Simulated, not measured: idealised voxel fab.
The process module that follows is named voxel double patterning.
In the cross-section labelled cut, the width is 240 nm and each square cell is 5 nm.
The cross-sections in this document take the form of a grid made of square cells. They are written out as bands, in order from top to bottom. Each band consists of one or more rows of cells. Band: top and bottom heights (nm) first, top before bottom; then materials from left to right, widths in nm. "all across" marks a sole material filling the band edge to edge. "air" denotes empty space. A quick word on heights: they are counted from 0, and under that level the wafer as it came to us is one material throughout. The lowest band is different from the rest in having no bottom; it simply continues downward, written as in "0 and below". The notation "30 to 40" denotes a width that varies across the rows of cells in the band, beginning at the first number in the top row, finishing at the second number in the bottom row, and changing by an identical amount from each row to the next. Step note "left unchanged" = no cross-section cell changed. Empty spaces without an open route to the top, at least 8 cells in extent, make up the entry "Closed cavity list"; each is given as width x height at distance, where the distance is measured from the left edge, and all are in nm. after a step's settings: what the simulator itself notes on the step. The setting "overlay nm" may be written on the line of a step. When the step uses a mask, the value reports how far to the right of the planned place the mask lay, and a negative value reports that it lay to the left.

The process steps that were planned are listed below:
- 1: RECEIVE, material Si
- 2: CONFORMAL_DEP, material SiO2, thk nm 5
- 3: DIRECTIONAL_DEP, material W, thk nm 15
- 4: DIRECTIONAL_DEP, material SiCN, thk nm 5
- 5: PATTERN, tone open, mask id FIRST, material resist, width nm 15, pitch nm 50, thk nm 15, overlay nm 0
- 6: DIRECTIONAL_ETCH, etch materials SiCN, depth nm 5
- 7: STRIP, etch materials resist
- 8: MASKED_ETCH, tone open, mask id SECOND, width nm 15, pitch nm 50, etch materials SiCN, depth nm 5, overlay nm 0
- 9: DIRECTIONAL_ETCH, etch materials W, depth nm 15
- 10: STRIP, etch materials SiCN
varied across the wafers: thk nm of step 2. The plan shows the first wafer's value. All wafers start alike

Cross-section: the first of several wafers in its as-received state, i.e. following step 1:
    0 and below | Si all across
    Closed cavity list: none

First of several wafers in cross-section at module end, following the final step, step 10:
    20 down to 5 | W (60)  air (15)  W (10)  air (15)  W (10)  air (15)  W (10)  air (15)  W (10)  air (15)  W (65)
    5 down to 0 | SiO2 all across
    0 and below | Si all across
    Closed cavity list: none

Cross-section at module completion, last wafer:
    40 down to 25 | W (60)  air (15)  W (10)  air (15)  W (10)  air (15)  W (10)  air (15)  W (10)  air (15)  W (65)
    25 down to 0 | SiO2 all across
    0 and below | Si all across
    Closed cavity list: none

Quick key for the table: a row per wafer, taken at the end of the module. For each material it tells you how many cells the wafer gained (+) or lost (-) since it came in, and the closed voids come after:
thk nm 5; +48 SiO2; +99 W; Closed cavity list: none
thk nm 10; +96 SiO2; +99 W; Closed cavity list: none
thk nm 15; +144 SiO2; +99 W; Closed cavity list: none
thk nm 20; +192 SiO2; +99 W; Closed cavity list: none
thk nm 25; +240 SiO2; +99 W; Closed cavity list: none
